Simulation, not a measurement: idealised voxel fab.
Title: Process Module voxel self aligned contacts
Pictured: cross-section cut, 270 nm wide, on a grid of 5 nm square cells.
Bands, listed from the top down, are how a cross-section gets written in this document; the cross-section itself is a grid of square cells, and a band is one or more rows of them. This entry defines a band. It first specifies the height of the band's top and the height of its bottom in nm, and then specifies the band's materials from left to right, stating each material with its width in nm. The word "full width" identifies a single material that fills the band from edge to edge, while the word "blank" identifies empty space. All heights in this document are referenced to 0, defined as the level beneath which the wafer, as received, consists entirely of one material. The lowest band is not bounded below; it extends indefinitely downward and is written in the form "0 and below". Width "30 to 40": first value at the band's top row of cells, second value at its bottom row, equal change from row to row. "no alteration" means the step left every cell of the cross-section as it was. "Enclosed void entries" enumerates empty spaces isolated from the top, with no open way to it, that contain at least 8 cells, giving each as width x height at distance from the left edge, all three in nm. Anything after a step's settings on that line? It's the simulator's own note about the step. overlay nm: where the mask lay relative to plan, measured to the right, on steps with a mask; negatives go left.
### Planned step list for the process
step 1: RECEIVE | material Si
step 2: OXIDIZE | depth nm 5
step 3: DIRECTIONAL_DEP | material polySi | thk nm 25
step 4: DIRECTIONAL_DEP | material SiN | thk nm 25
step 5: DIRECTIONAL_DEP | material aC | thk nm 15
step 6: PATTERN | tone cover | mask id GATE | material resist | width nm 35 | pitch nm 80 | thk nm 30 | overlay nm 0
step 7: DIRECTIONAL_ETCH | etch materials aC | depth nm 15
step 8: STRIP | etch materials resist
step 9: DIRECTIONAL_ETCH | etch materials SiN | depth nm 25
step 10: DIRECTIONAL_ETCH | etch materials polySi | depth nm 25
step 11: STRIP | etch materials aC
step 12: CONFORMAL_DEP | material SiN | thk nm 10
step 13: DIRECTIONAL_ETCH | etch materials SiN | depth nm 10
step 14: FILL_DEP | material SiO2 | thk nm 15
step 15: CMP | height nm 60
step 16: DIRECTIONAL_DEP | material aC | thk nm 10
step 17: PATTERN | tone open | mask id CONTACT | material resist | width nm 65 | thk nm 25 | overlay nm 0
step 18: DIRECTIONAL_ETCH | etch materials aC | depth nm 10
step 19: STRIP | etch materials resist
step 20: DIRECTIONAL_ETCH | etch materials SiO2 | depth nm 65
step 21: STRIP | etch materials aC
step 22: CONFORMAL_DEP | material TiN | thk nm 5
step 23: FILL_DEP | material Ru | thk nm 10
step 24: CMP | height nm 60
step 25: CONFORMAL_DEP | material SiN | thk nm 5
### First of two wafers, processed according to plan
### So this is the incoming wafer in cross-section - it's already been through step 1
	0 and below | Si full width
	Enclosed void entries: none
### Cross-section through the wafer, step 2 finished
	0 down to -5 | SiO2 full width
	Heights below -5 show no change.
### Cross-section through the wafer, step 3 finished
	25 down to 0 | polySi full width
	Heights below 0 show no change.
### Cross-section through the wafer, step 4 finished
	50 down to 25 | SiN full width
	Heights below 25 show no change.
### Cross-section through the wafer, step 5 finished
	65 down to 50 | aC full width
	Heights below 50 show no change.
### Cross-section through the wafer, step 6 finished
	95 down to 65 | blank 75  resist 35  blank 45  resist 35  blank 80
	Heights below 65 show no change.
### Cross-section through the wafer, step 7 finished
	80 down to 65 | blank 75  resist 35  blank 45  resist 35  blank 80
	65 down to 50 | blank 75  aC 35  blank 45  aC 35  blank 80
	Heights below 50 show no change.
### Cross-section through the wafer, step 8 finished
	65 down to 50 | blank 75  aC 35  blank 45  aC 35  blank 80
	Heights below 50 show no change.
### Cross-section through the wafer, step 9 finished
	65 down to 50 | blank 75  aC 35  blank 45  aC 35  blank 80
	50 down to 25 | blank 75  SiN 35  blank 45  SiN 35  blank 80
	Heights below 25 show no change.
### Cross-section through the wafer, step 10 finished
	65 down to 50 | blank 75  aC 35  blank 45  aC 35  blank 80
	50 down to 25 | blank 75  SiN 35  blank 45  SiN 35  blank 80
	25 down to 0 | blank 75  polySi 35  blank 45  polySi 35  blank 80
	Heights below 0 show no change.
### Cross-section through the wafer, step 11 finished
	50 down to 25 | blank 75  SiN 35  blank 45  SiN 35  blank 80
	Heights below 25 show no change.
### Cross-section through the wafer, step 12 finished
	60 down to 25 | blank 65  SiN 55  blank 25  SiN 55  blank 70
	25 down to 10 | blank 65  SiN 10  polySi 35  SiN 10  blank 25  SiN 10  polySi 35  SiN 10  blank 70
	10 down to 0 | SiN 75  polySi 35  SiN 45  polySi 35  SiN 80
	Heights below 0 show no change.
### Cross-section through the wafer, step 13 finished
	50 down to 25 | blank 65  SiN 55  blank 25  SiN 55  blank 70
	25 down to 0 | blank 65  SiN 10  polySi 35  SiN 10  blank 25  SiN 10  polySi 35  SiN 10  blank 70
	Heights below 0 show no change.
### Cross-section through the wafer, step 14 finished
	65 down to 50 | SiO2 full width
	50 down to 25 | SiO2 65  SiN 55  SiO2 25  SiN 55  SiO2 70
	25 down to 0 | SiO2 65  SiN 10  polySi 35  SiN 10  SiO2 25  SiN 10  polySi 35  SiN 10  SiO2 70
	Heights below 0 show no change.
### Cross-section through the wafer, step 15 finished
	60 down to 50 | SiO2 full width
	Heights below 50 show no change.
### Cross-section through the wafer, step 16 finished
	70 down to 60 | aC full width
	Heights below 60 show no change.
### Cross-section through the wafer, step 17 finished
	95 down to 70 | resist 100  blank 65  resist 105
	Heights below 70 show no change.
### Cross-section through the wafer, step 18 finished
	85 down to 70 | resist 100  blank 65  resist 105
	70 down to 60 | aC 100  blank 65  aC 105
	Heights below 60 show no change.
### Cross-section through the wafer, step 19 finished
	70 down to 60 | aC 100  blank 65  aC 105
	Heights below 60 show no change.
### Cross-section through the wafer, step 20 finished
	70 down to 60 | aC 100  blank 65  aC 105
	60 down to 50 | SiO2 100  blank 65  SiO2 105
	50 down to 25 | SiO2 65  SiN 55  blank 25  SiN 55  SiO2 70
	25 down to 0 | SiO2 65  SiN 10  polySi 35  SiN 10  blank 25  SiN 10  polySi 35  SiN 10  SiO2 70
	0 down to -5 | SiO2 120  blank 25  SiO2 125
	Heights below -5 show no change.
### Cross-section through the wafer, step 21 finished
	60 down to 50 | SiO2 100  blank 65  SiO2 105
	Heights below 50 show no change.
### Cross-section through the wafer, step 22 finished
	65 down to 60 | TiN 105  blank 55  TiN 110
	60 down to 50 | SiO2 100  TiN 5 to 25  blank 55 to 15  TiN 5 to 25  SiO2 105
	50 down to 25 | SiO2 65  SiN 55  TiN 5  blank 15  TiN 5  SiN 55  SiO2 70
	25 down to 0 | SiO2 65  SiN 10  polySi 35  SiN 10  TiN 5  blank 15  TiN 5  SiN 10  polySi 35  SiN 10  SiO2 70
	0 down to -5 | SiO2 120  TiN 25  SiO2 125
	Heights below -5 show no change.
### Cross-section through the wafer, step 23 finished
	75 down to 65 | Ru full width
	65 down to 60 | TiN 105  Ru 55  TiN 110
	60 down to 50 | SiO2 100  TiN 5 to 25  Ru 55 to 15  TiN 5 to 25  SiO2 105
	50 down to 25 | SiO2 65  SiN 55  TiN 5  Ru 15  TiN 5  SiN 55  SiO2 70
	25 down to 0 | SiO2 65  SiN 10  polySi 35  SiN 10  TiN 5  Ru 15  TiN 5  SiN 10  polySi 35  SiN 10  SiO2 70
	Heights below 0 show no change.
### Cross-section through the wafer, step 24 finished
	60 down to 50 | SiO2 100  TiN 5 to 25  Ru 55 to 15  TiN 5 to 25  SiO2 105
	Heights below 50 show no change.
### Cross-section through the wafer, step 25 finished
	65 down to 60 | SiN full width
	Heights below 60 show no change.
### Wafer two of the pair: same origin, same plan, one error during the run; identical to wafer one up to and including step 11
### Second wafer, cross-section, planned end of step 12
	40 down to 25 | blank 75  SiN 35  blank 45  SiN 35  blank 80
	Heights below 25 show no change.
### Second wafer, cross-section, planned end of step 13
	50 down to 25 | blank 65  SiN 55  blank 25  SiN 55  blank 70
	25 down to 10 | blank 65  SiN 10  polySi 35  SiN 10  blank 25  SiN 10  polySi 35  SiN 10  blank 70
	10 down to 0 | SiN 75  polySi 35  SiN 45  polySi 35  SiN 80
	Heights below 0 show no change.
### Second wafer, cross-section, planned end of step 14
	65 down to 50 | SiO2 full width
	50 down to 25 | SiO2 65  SiN 55  SiO2 25  SiN 55  SiO2 70
	25 down to 10 | SiO2 65  SiN 10  polySi 35  SiN 10  SiO2 25  SiN 10  polySi 35  SiN 10  SiO2 70
	Heights below 10 show no change.
### Second wafer, cross-section, planned end of step 15
	60 down to 50 | SiO2 full width
	Heights below 50 show no change.
### Second wafer, cross-section, planned end of step 16
	70 down to 60 | aC full width
	Heights below 60 show no change.
### Second wafer, cross-section, planned end of step 17
	95 down to 70 | resist 100  blank 65  resist 105
	Heights below 70 show no change.
### Second wafer, cross-section, planned end of step 18
	85 down to 70 | resist 100  blank 65  resist 105
	70 down to 60 | aC 100  blank 65  aC 105
	Heights below 60 show no change.
### Second wafer, cross-section, planned end of step 19
	70 down to 60 | aC 100  blank 65  aC 105
	Heights below 60 show no change.
### Second wafer, cross-section, planned end of step 20
	70 down to 60 | aC 100  blank 65  aC 105
	60 down to 50 | SiO2 100  blank 65  SiO2 105
	50 down to 25 | SiO2 65  SiN 55  blank 25  SiN 55  SiO2 70
	25 down to 10 | SiO2 65  SiN 10  polySi 35  SiN 10  blank 25  SiN 10  polySi 35  SiN 10  SiO2 70
	Heights below 10 show no change.
### Second wafer, cross-section, planned end of step 21
	60 down to 50 | SiO2 100  blank 65  SiO2 105
	Heights below 50 show no change.
### Second wafer, cross-section, planned end of step 22
	65 down to 60 | TiN 105  blank 55  TiN 110
	60 down to 50 | SiO2 100  TiN 5 to 25  blank 55 to 15  TiN 5 to 25  SiO2 105
	50 down to 25 | SiO2 65  SiN 55  TiN 5  blank 15  TiN 5  SiN 55  SiO2 70
	25 down to 15 | SiO2 65  SiN 10  polySi 35  SiN 10  TiN 5  blank 15  TiN 5  SiN 10  polySi 35  SiN 10  SiO2 70
	15 down to 10 | SiO2 65  SiN 10  polySi 35  SiN 10  TiN 25  SiN 10  polySi 35  SiN 10  SiO2 70
	Heights below 10 show no change.
### Second wafer, cross-section, planned end of step 23
	75 down to 65 | Ru full width
	65 down to 60 | TiN 105  Ru 55  TiN 110
	60 down to 50 | SiO2 100  TiN 5 to 25  Ru 55 to 15  TiN 5 to 25  SiO2 105
	50 down to 25 | SiO2 65  SiN 55  TiN 5  Ru 15  TiN 5  SiN 55  SiO2 70
	25 down to 15 | SiO2 65  SiN 10  polySi 35  SiN 10  TiN 5  Ru 15  TiN 5  SiN 10  polySi 35  SiN 10  SiO2 70
	Heights below 15 show no change.
### Second wafer, cross-section, planned end of step 24
	60 down to 50 | SiO2 100  TiN 5 to 25  Ru 55 to 15  TiN 5 to 25  SiO2 105
	Heights below 50 show no change.
### Second wafer, cross-section, planned end of step 25
	65 down to 60 | SiN full width
	Heights below 60 show no change.
Misprocessing identified: steps 12 and 13: order swapped relative to plan
Once processing is complete, comparing cell counts shows that the second wafer has more or fewer of certain materials than the first: 9 fewer of Ru | 64 more of SiN | 49 fewer of SiO2 | 6 fewer of TiN
